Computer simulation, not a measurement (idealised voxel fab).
Process module, titled voxel ribs on slabs
FYI the section here is cut, 160 nm wide, cells are 5 nm squares.
Format of a cross-section: grid, square cells. Given as bands. Order: top down. Band: one or more rows of cells. Top height, bottom height, nm. Materials left to right, width each, nm. Single material + "edge to edge" = fills band edge to edge. "empty" = empty. Convention: height 0 is the level below which the wafer, as received, is all one material. The lowest band does not terminate at the bottom but continues downward, represented as "0 down". So if you see something like "30..40" for the width, read it as the top row of the band sitting at the first number and the bottom row at the second, with every row in between moving by the same amount as the last. No cell of the cross-section changed in a step that is given as "identical to before". Basically, "Enclosed cavities" tells you about the enclosed voids: empty spaces with no open way to the top, 8 cells or bigger, each written width x height at distance, where distance is from the left edge, all in nm. Past the settings on a step's line: simulator remark, on that step. "overlay nm" on a masked step: distance the mask lay right of its planned place, negative for left.
THE STEPS PLANNED FOR THE PROCESS ARE AS FOLLOWS
- 1: RECEIVE,material Si
- 2: DIRECTIONAL_DEP,material SiO2,thk nm 20
- 3: DIRECTIONAL_DEP,material SiN,thk nm 20
- 4: MASKED_ETCH,tone cover,mask id RIB,width nm 25,etch materials SiN,depth nm 10,overlay nm 0
- 5: PATTERN,tone cover,mask id SLAB,material resist,width nm 65,thk nm 20,overlay nm 0
- 6: DIRECTIONAL_ETCH,etch materials SiN,depth nm 10
- 7: STRIP,etch materials resist
- 8: FILL_DEP,material SiO2,thk nm 20
- 9: CMP,height nm 50
- 10: DIRECTIONAL_DEP,material TiN,thk nm 10
- 11: MASKED_ETCH,tone cover,mask id HEATER,width nm 35,etch materials TiN,depth nm 10,overlay nm 0
- 12: CONFORMAL_DEP,material SiN,thk nm 5
AS-RECEIVED STATE OF THE WAFER IN CROSS-SECTION, EQUIVALENT TO POST-STEP 1
> 0 down = Si edge to edge
> Enclosed cavities: none
THE FIRST OF THE TWO WAFERS AS SEEN IN CROSS-SECTION ONCE THE MODULE WAS FINISHED; PROCESSING FOLLOWED THE PLAN
> 65 to 60 = empty (55) / SiN (45) / empty (60)
> 60 to 55 = empty (55) / SiN (5) / TiN (35) / SiN (5) / empty (60)
> 55 to 50 = SiN (60) / TiN (35) / SiN (65)
> 50 to 40 = SiO2 edge to edge
> 40 to 30 = SiO2 (65) / SiN (25) / SiO2 (70)
> 30 to 20 = SiO2 (45) / SiN (65) / SiO2 (50)
> 20 to 0 = SiO2 edge to edge
> 0 down = Si edge to edge
> Enclosed cavities: none
END-OF-MODULE CROSS-SECTION OF THE SECOND WAFER: IDENTICAL STARTING POINT AND PROCESS PLAN TO THE FIRST, WITH ONE PROCESSING MISTAKE
> 65 to 60 = empty (55) / SiN (45) / empty (60)
> 60 to 55 = empty (55) / SiN (5) / TiN (35) / SiN (5) / empty (60)
> 55 to 50 = SiN (60) / TiN (35) / SiN (65)
> 50 to 20 = SiO2 edge to edge
> 20 to 0 = SiN edge to edge
> 0 down = Si edge to edge
> Enclosed cavities: none
The mistake made against the process plan was this: note: step 2 <-> step 3, run order reversed vs plan
At the finish, the second wafer shows more or fewer cells for some materials than the first does: SiN +92; SiO2 -92
